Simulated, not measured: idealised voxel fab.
process module | voxel lift off
cross-section cut | 270 nm wide | cells 5 nm
A cross-section is a grid of square cells, given in bands from the top down. A band is one or more rows of cells.
Each band's line starts with the height of the band's top and of its bottom, in nm. Then come its materials from left to right, each with its width in nm. One material with "throughout" fills the band from edge to edge. "air" is empty space.
Height 0 is the level under which the wafer as received is all one material. The lowest band goes on downwards, as in "0 down".
A width such as "30 to 40" changes by the same amount from each row of cells to the next, from the band's top row to its bottom row.
"no change" after a step means that no cell of the cross-section changed.
closed voids: empty space of 8 cells or more with no open way to the top, each as width x height at its distance from the left edge, in nm
after a step's settings: what the simulator itself notes on the step
overlay nm, on a step with a mask: how far to the right of its planned place the mask lay; to the left if negative
plan
1 op RECEIVE | material Si
2 op CONFORMAL_DEP | material SiO2 | thk nm 5
3 op PATTERN | tone open | mask id LINES | material resist | width nm 25 | pitch nm 50 | thk nm 30 | overlay nm 0
4 op DIRECTIONAL_DEP | material Ru | thk nm 15
5 op STRIP | etch materials resist
6 op CONFORMAL_DEP | material SiO2 | thk nm 10
as received, after step 1
  0 down: Si throughout
  closed voids: none
a wafer at the end: this start, this plan, one mistake
  40 to 30: air 35 | SiO2 45 | air 5 | SiO2 45 | air 5 | SiO2 45 | air 5 | SiO2 45 | air 40
  30 to 15: air 35 | SiO2 10 | Ru 25 | SiO2 10 | air 5 | SiO2 10 | Ru 25 | SiO2 10 | air 5 | SiO2 10 | Ru 25 | SiO2 10 | air 5 | SiO2 10 | Ru 25 | SiO2 10 | air 40
  15 to 5: SiO2 45 | Ru 25 | SiO2 25 | Ru 25 | SiO2 25 | Ru 25 | SiO2 25 | Ru 25 | SiO2 50
  5 to 0: SiO2 throughout
  0 down: Si throughout
  closed voids: none
what went wrong: step 4 ran as: op DIRECTIONAL_DEP | material Ru | thk nm 25
